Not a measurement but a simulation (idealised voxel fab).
Process module name: voxel air gaps
This is section cut - it's 175 nm across, gridded in 5 nm square cells.
For the purposes of this document, a cross-section shall be understood as a grid of square cells, specified as bands listed in top-to-bottom order, each band consisting of one or more rows of cells.
Per band: top height and bottom height in nm, followed by the left-to-right materials and their widths in nm; "edge to edge" marks a single material spanning edge to edge, "air" marks empty space.
Height 0 is the level under which the wafer as received is all one material. The lowest band goes on downwards, as in "0 nm and below".
A width such as "30..40" changes by the same amount from each row of cells to the next, from the band's top row to its bottom row.
Step note "changes: none" = no cross-section cell changed.
Entry "Closed empty spaces" = empty spaces >= 8 cells with no open way to the top; each as width x height at distance, distance from left edge, all nm.
On each step's line, the part that comes after the settings is the simulator's own comment on the step.
"overlay nm" on a masked step: distance the mask lay right of its planned place, negative for left.
Intended process steps:
step 1: RECEIVE,material Si
step 2: CONFORMAL_DEP,material SiO2,thk nm 15
step 3: CONFORMAL_DEP,material SiN,thk nm 5
step 4: DIRECTIONAL_DEP,material SiO2,thk nm 40
step 5: MASKED_ETCH,tone open,mask id LINES,width nm 15,pitch nm 50,etch materials SiO2,depth nm 40,overlay nm 0
step 6: CONFORMAL_DEP,material TiN,thk nm 5
step 7: FILL_DEP,material Cu,thk nm 10
step 8: CMP,height nm 60
step 9: EPI,material Ru,thk nm 10
step 10: SELECTIVE_ETCH,etch materials SiO2,depth nm 50
step 11: CONFORMAL_DEP,material SiCN,thk nm 5
Where the wafers of this document differ is in the width nm of step 5; they start out the same, and the plan states the value that applied to the first wafer.
Cross-section of the first of several wafers as received (after step 1):
* 0 nm and below  Si edge to edge
* Closed empty spaces: none
The rows of the table below are wafers. Looking at the end of the module, a row counts, for every material, the cells the wafer has gained, shown as (+), or lost, shown as (-), since it was received; its closed voids come next:
width nm 15 | +21 Cu | +42 Ru | +119 SiCN | +35 SiN | +105 SiO2 | +51 TiN | Closed empty spaces: none
width nm 20 | +42 Cu | +48 Ru | +119 SiCN | +35 SiN | +105 SiO2 | +54 TiN | Closed empty spaces: 20 x 30 at 55; 20 x 30 at 105
width nm 25 | +63 Cu | +54 Ru | +111 SiCN | +35 SiN | +105 SiO2 | +57 TiN | Closed empty spaces: 15 x 30 at 55; 15 x 30 at 105
width nm 30 | +84 Cu | +60 Ru | +63 SiCN | +35 SiN | +169 SiO2 | +60 TiN | Closed empty spaces: none
width nm 35 | +105 Cu | +62 Ru | +63 SiCN | +35 SiN | +153 SiO2 | +63 TiN | Closed empty spaces: none
